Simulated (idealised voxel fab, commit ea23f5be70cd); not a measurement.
process module | voxel released beams
cross-section cut | 145 nm wide | cells 5 nm
A cross-section is a grid of square cells, given in bands from the top down. A band is one or more rows of cells.
Each band's line starts with the height of the band's top and of its bottom, in nm. Then come its materials from left to right, each with its width in nm. One material with "throughout" fills the band from edge to edge. "air" is empty space.
Height 0 is the level under which the wafer as received is all one material. The lowest band goes on downwards, as in "0 down".
A width such as "30 to 40" changes by the same amount from each row of cells to the next, from the band's top row to its bottom row.
"no change" after a step means that no cell of the cross-section changed.
closed voids: empty space of 8 cells or more with no open way to the top, each as width x height at its distance from the left edge, in nm
after a step's settings: what the simulator itself notes on the step
overlay nm, on a step with a mask: how far to the right of its planned place the mask lay; to the left if negative
plan
1 op RECEIVE | material Si
2 op CONFORMAL_DEP | material Al2O3 | thk nm 10
3 op DIRECTIONAL_DEP | material SiO2 | thk nm 15
4 op DIRECTIONAL_DEP | material aC | thk nm 10
5 op PATTERN | tone open | mask id ANCHOR | material resist | width nm 45 | thk nm 25 | overlay nm 0
6 op DIRECTIONAL_ETCH | etch materials aC | depth nm 10
7 op STRIP | etch materials resist
8 op DIRECTIONAL_ETCH | etch materials SiO2 | depth nm 15
9 op STRIP | etch materials aC
10 op CONFORMAL_DEP | material polySi | thk nm 15
11 op PATTERN | tone cover | mask id BEAM | material resist | width nm 110 | thk nm 20 | overlay nm 0
12 op DIRECTIONAL_ETCH | etch materials polySi | depth nm 15
13 op STRIP | etch materials resist
14 op STRIP | etch materials SiO2
as received, after step 1
  0 down: Si throughout
  closed voids: none
a wafer at the end: this start, this plan, one mistake
  40 to 25: air 15 | polySi 15 | air 25 | polySi 70 | air 20
  25 to 10: air 15 | polySi 55 | air 75
  10 to 0: Al2O3 throughout
  0 down: Si throughout
  closed voids: none
what went wrong: step 5 ran as: op PATTERN | tone open | mask id ANCHOR | material resist | width nm 55 | thk nm 25 | overlay nm 0
